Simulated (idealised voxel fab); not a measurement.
Process module heading - voxel spacer lines
This is section cut - it's 245 nm across, gridded in 5 nm square cells.
Think of the cross-section as a grid of square cells. We describe it in bands, top to bottom, and each band covers one or more rows of those cells. In this notation a band is specified by the heights of its top and bottom, in that order and in nm, after which its materials appear from left to right, each paired with its width in nm. The word "edge to edge" attached to a single material means that material fills the band from edge to edge; the word "air" stands for empty space. Zero point of the height axis is 0; under it, received wafer = one material. Lowest band: continues down indefinitely, "0 -> down". When a width is written as two numbers, as in "30->40", the first number is the width in the top row of cells of the band and the second is the width in its bottom row, and the width changes by the same amount from each row to the next. Take "left unchanged" at face value: in the step it is given for, the cross-section changed in none of its cells. "Fully sealed cavities" specifies each empty space that is not open to the top and that occupies no fewer than 8 cells, using the form width x height at distance, the distance measured from the left edge and all three quantities in nm. The remark found on a step's line after its settings is issued by the simulator itself and pertains to that step. A step's line can hold "overlay nm"; with a mask on that step, the setting says how far right of the planned place the mask lay, while a negative setting says it lay to the left.
The steps planned for the process are as follows:
1) RECEIVE,material Si
2) CONFORMAL_DEP,material Al2O3,thk nm 10
3) DIRECTIONAL_DEP,material TiN,thk nm 5
4) DIRECTIONAL_DEP,material aC,thk nm 20
5) PATTERN,tone cover,mask id MANDREL,material resist,width nm 20,pitch nm 70,thk nm 30,overlay nm 0
6) DIRECTIONAL_ETCH,etch materials aC,depth nm 20
7) STRIP,etch materials resist
8) CONFORMAL_DEP,material SiO2,thk nm 15
9) DIRECTIONAL_ETCH,etch materials SiO2,depth nm 15
10) STRIP,etch materials aC
11) DIRECTIONAL_ETCH,etch materials TiN,depth nm 10
12) STRIP,etch materials SiO2
Be aware that, although all wafers share a common starting state, the thk nm at step 3 differs among them, and the plan displays the first wafer's value.
As-received cross-section, first of several wafers, post step 1:
> 0 -> down | Si edge to edge
> Fully sealed cavities: none
Per wafer, end of module: cells gained (+) or lost (-) per material since receipt, then closed voids:
thk nm 5; +98 Al2O3; +18 TiN; Fully sealed cavities: none
thk nm 10; +98 Al2O3; +36 TiN; Fully sealed cavities: none
thk nm 15; +98 Al2O3; +85 TiN; Fully sealed cavities: none
thk nm 20; +98 Al2O3; +134 TiN; Fully sealed cavities: none
thk nm 25; +98 Al2O3; +183 TiN; Fully sealed cavities: none
